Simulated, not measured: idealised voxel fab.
The document below concerns the process module designated voxel gate over fins.
It is cross-section cut that appears here, measuring 235 nm in width, its square cells being 5 nm in size.
Each cross-section below is a grid of square cells, stated as bands in top-down order, with one or more rows of cells making up each band.
Per band: top height and bottom height in nm, followed by the left-to-right materials and their widths in nm; "full width" marks a single material spanning edge to edge, "blank" marks empty space.
Heights are expressed relative to 0, this being the level below which the as-received wafer comprises one material exclusively. The lowest band is unbounded in the downward direction and is denoted as in "0..down".
The notation "30->40" denotes a width that varies across the rows of cells in the band, beginning at the first number in the top row, finishing at the second number in the bottom row, and changing by an identical amount from each row to the next.
Where the words "left unchanged" appear for a step, the cross-section shows no cell changed by that step; every cell remained as before.
For the entry "Enclosed void inventory", the listed items are empty spaces with no open way to the top whose size is 8 cells or more; each item follows the pattern width x height at distance, where distance is from the left edge and all three are in nm.
It should be noted that, on the line of a given step, the content following the step's settings is a remark produced by the simulator itself with respect to that step.
overlay nm, on a step with a mask: how far to the right of its planned place the mask lay; to the left if negative

### Intended process steps
1 RECEIVE: material Si
2 CONFORMAL_DEP: material SiN, thk nm 5
3 PATTERN: tone cover, mask id FINS, material resist, width nm 15, pitch nm 35, thk nm 15, overlay nm 0
4 DIRECTIONAL_ETCH: etch materials SiN, depth nm 5
5 DIRECTIONAL_ETCH: etch materials Si, depth nm 35
6 STRIP: etch materials resist
7 FILL_DEP: material SiO2, thk nm 15
8 CMP: height nm 5
9 SELECTIVE_ETCH: etch materials SiO2, depth nm 15
10 STRIP: etch materials SiN
11 CONFORMAL_DEP: material HfO2, thk nm 5
12 CONFORMAL_DEP: material TiN, thk nm 5
13 CONFORMAL_DEP: material TiAl, thk nm 5
14 CONFORMAL_DEP: material TiN, thk nm 5
15 FILL_DEP: material W, thk nm 15
16 CMP: height nm 30
17 CONFORMAL_DEP: material SiCN, thk nm 5

### What follows covers the first of two wafers; it ran as planned

### Wafer cross-section on receipt, i.e. after step 1
> 0..down | Si full width
> Enclosed void inventory: none

### Wafer section view after processing step 2
> 5..0 | SiN full width
> Beneath the level 0, the cross-section is identical to its previous state.

### Wafer section view after processing step 3
> 20..5 | blank: 90, then resist: 15, then blank: 20, then resist: 15, then blank: 95
> Beneath the level 5, the cross-section is identical to its previous state.

### Wafer section view after processing step 4
> 20..5 | blank: 90, then resist: 15, then blank: 20, then resist: 15, then blank: 95
> 5..0 | blank: 90, then SiN: 15, then blank: 20, then SiN: 15, then blank: 95
> Beneath the level 0, the cross-section is identical to its previous state.

### Wafer section view after processing step 5
> 20..5 | blank: 90, then resist: 15, then blank: 20, then resist: 15, then blank: 95
> 5..0 | blank: 90, then SiN: 15, then blank: 20, then SiN: 15, then blank: 95
> 0..-35 | blank: 90, then Si: 15, then blank: 20, then Si: 15, then blank: 95
> Beneath the level -35, the cross-section is identical to its previous state.

### Wafer section view after processing step 6
> 5..0 | blank: 90, then SiN: 15, then blank: 20, then SiN: 15, then blank: 95
> Beneath the level 0, the cross-section is identical to its previous state.

### Wafer section view after processing step 7
> 20..5 | SiO2 full width
> 5..0 | SiO2: 90, then SiN: 15, then SiO2: 20, then SiN: 15, then SiO2: 95
> 0..-35 | SiO2: 90, then Si: 15, then SiO2: 20, then Si: 15, then SiO2: 95
> Beneath the level -35, the cross-section is identical to its previous state.

### Wafer section view after processing step 8
> 5..0 | SiO2: 90, then SiN: 15, then SiO2: 20, then SiN: 15, then SiO2: 95
> Beneath the level 0, the cross-section is identical to its previous state.

### Wafer section view after processing step 9
> 5..0 | blank: 90, then SiN: 15, then blank: 20, then SiN: 15, then blank: 95
> 0..-10 | blank: 90, then Si: 15, then blank: 20, then Si: 15, then blank: 95
> Beneath the level -10, the cross-section is identical to its previous state.

### Wafer section view after processing step 10
> 0..-10 | blank: 90, then Si: 15, then blank: 20, then Si: 15, then blank: 95
> Beneath the level -10, the cross-section is identical to its previous state.

### Wafer section view after processing step 11
> 5..0 | blank: 85, then HfO2: 25, then blank: 10, then HfO2: 25, then blank: 90
> 0..-5 | blank: 85, then HfO2: 5, then Si: 15, then HfO2: 5, then blank: 10, then HfO2: 5, then Si: 15, then HfO2: 5, then blank: 90
> -5..-10 | HfO2: 90, then Si: 15, then HfO2: 20, then Si: 15, then HfO2: 95
> Beneath the level -10, the cross-section is identical to its previous state.

### Wafer section view after processing step 12
> 10..5 | blank: 80, then TiN: 70, then blank: 85
> 5..0 | blank: 80, then TiN: 5, then HfO2: 25, then TiN: 10, then HfO2: 25, then TiN: 5, then blank: 85
> 0..-5 | TiN: 85, then HfO2: 5, then Si: 15, then HfO2: 5, then TiN: 10, then HfO2: 5, then Si: 15, then HfO2: 5, then TiN: 90
> Beneath the level -5, the cross-section is identical to its previous state.

### Wafer section view after processing step 13
> 15..10 | blank: 75, then TiAl: 80, then blank: 80
> 10..5 | blank: 75, then TiAl: 5, then TiN: 70, then TiAl: 5, then blank: 80
> 5..0 | TiAl: 80, then TiN: 5, then HfO2: 25, then TiN: 10, then HfO2: 25, then TiN: 5, then TiAl: 85
> Beneath the level 0, the cross-section is identical to its previous state.

### Wafer section view after processing step 14
> 20..15 | blank: 70, then TiN: 90, then blank: 75
> 15..10 | blank: 70, then TiN: 5, then TiAl: 80, then TiN: 5, then blank: 75
> 10..5 | TiN: 75, then TiAl: 5, then TiN: 70, then TiAl: 5, then TiN: 80
> Beneath the level 5, the cross-section is identical to its previous state.

### Wafer section view after processing step 15
> 35..20 | W full width
> 20..15 | W: 70, then TiN: 90, then W: 75
> 15..10 | W: 70, then TiN: 5, then TiAl: 80, then TiN: 5, then W: 75
> Beneath the level 10, the cross-section is identical to its previous state.

### Wafer section view after processing step 16
> 30..20 | W full width
> Beneath the level 20, the cross-section is identical to its previous state.

### Wafer section view after processing step 17
> 35..30 | SiCN full width
> Beneath the level 30, the cross-section is identical to its previous state.

### Regarding the second of the two wafers: it shared the first wafer's starting condition and process plan, yet one error occurred during its execution. Its history coincides with that of the first wafer up to and including step 2

### At the planned end of step 3, the second wafer in cross-section
> 20..5 | blank: 90, then resist: 20, then blank: 15, then resist: 20, then blank: 90
> Beneath the level 5, the cross-section is identical to its previous state.

### At the planned end of step 4, the second wafer in cross-section
> 20..5 | blank: 90, then resist: 20, then blank: 15, then resist: 20, then blank: 90
> 5..0 | blank: 90, then SiN: 20, then blank: 15, then SiN: 20, then blank: 90
> Beneath the level 0, the cross-section is identical to its previous state.

### At the planned end of step 5, the second wafer in cross-section
> 20..5 | blank: 90, then resist: 20, then blank: 15, then resist: 20, then blank: 90
> 5..0 | blank: 90, then SiN: 20, then blank: 15, then SiN: 20, then blank: 90
> 0..-35 | blank: 90, then Si: 20, then blank: 15, then Si: 20, then blank: 90
> Beneath the level -35, the cross-section is identical to its previous state.

### At the planned end of step 6, the second wafer in cross-section
> 5..0 | blank: 90, then SiN: 20, then blank: 15, then SiN: 20, then blank: 90
> Beneath the level 0, the cross-section is identical to its previous state.

### At the planned end of step 7, the second wafer in cross-section
> 20..5 | SiO2 full width
> 5..0 | SiO2: 90, then SiN: 20, then SiO2: 15, then SiN: 20, then SiO2: 90
> 0..-35 | SiO2: 90, then Si: 20, then SiO2: 15, then Si: 20, then SiO2: 90
> Beneath the level -35, the cross-section is identical to its previous state.

### At the planned end of step 8, the second wafer in cross-section
> 5..0 | SiO2: 90, then SiN: 20, then SiO2: 15, then SiN: 20, then SiO2: 90
> Beneath the level 0, the cross-section is identical to its previous state.

### At the planned end of step 9, the second wafer in cross-section
> 5..0 | blank: 90, then SiN: 20, then blank: 15, then SiN: 20, then blank: 90
> 0..-10 | blank: 90, then Si: 20, then blank: 15, then Si: 20, then blank: 90
> Beneath the level -10, the cross-section is identical to its previous state.

### At the planned end of step 10, the second wafer in cross-section
> 0..-10 | blank: 90, then Si: 20, then blank: 15, then Si: 20, then blank: 90
> Beneath the level -10, the cross-section is identical to its previous state.

### At the planned end of step 11, the second wafer in cross-section
> 5..0 | blank: 85, then HfO2: 30, then blank: 5, then HfO2: 30, then blank: 85
> 0..-5 | blank: 85, then HfO2: 5, then Si: 20, then HfO2: 5, then blank: 5, then HfO2: 5, then Si: 20, then HfO2: 5, then blank: 85
> -5..-10 | HfO2: 90, then Si: 20, then HfO2: 15, then Si: 20, then HfO2: 90
> Beneath the level -10, the cross-section is identical to its previous state.

### At the planned end of step 12, the second wafer in cross-section
> 10..5 | blank: 80, then TiN: 75, then blank: 80
> 5..0 | blank: 80, then TiN: 5, then HfO2: 30, then TiN: 5, then HfO2: 30, then TiN: 5, then blank: 80
> 0..-5 | TiN: 85, then HfO2: 5, then Si: 20, then HfO2: 5, then TiN: 5, then HfO2: 5, then Si: 20, then HfO2: 5, then TiN: 85
> Beneath the level -5, the cross-section is identical to its previous state.

### At the planned end of step 13, the second wafer in cross-section
> 15..10 | blank: 75, then TiAl: 85, then blank: 75
> 10..5 | blank: 75, then TiAl: 5, then TiN: 75, then TiAl: 5, then blank: 75
> 5..0 | TiAl: 80, then TiN: 5, then HfO2: 30, then TiN: 5, then HfO2: 30, then TiN: 5, then TiAl: 80
> Beneath the level 0, the cross-section is identical to its previous state.

### At the planned end of step 14, the second wafer in cross-section
> 20..15 | blank: 70, then TiN: 95, then blank: 70
> 15..10 | blank: 70, then TiN: 5, then TiAl: 85, then TiN: 5, then blank: 70
> 10..5 | TiN: 75, then TiAl: 5, then TiN: 75, then TiAl: 5, then TiN: 75
> Beneath the level 5, the cross-section is identical to its previous state.

### At the planned end of step 15, the second wafer in cross-section
> 35..20 | W full width
> 20..15 | W: 70, then TiN: 95, then W: 70
> 15..10 | W: 70, then TiN: 5, then TiAl: 85, then TiN: 5, then W: 70
> Beneath the level 10, the cross-section is identical to its previous state.

### At the planned end of step 16, the second wafer in cross-section
> 30..20 | W full width
> Beneath the level 20, the cross-section is identical to its previous state.

### At the planned end of step 17, the second wafer in cross-section
> 35..30 | SiCN full width
> Beneath the level 30, the cross-section is identical to its previous state.
The mistake made against the process plan was this: for step 3, the planned setting was not used; the step was instead run as PATTERN: tone cover, mask id FINS, material resist, width nm 20, pitch nm 35, thk nm 15, overlay nm 0
End of process, cell counts, second wafer against first, materials with more or fewer: +14 Si | -10 SiO2 | -2 TiN | -2 W
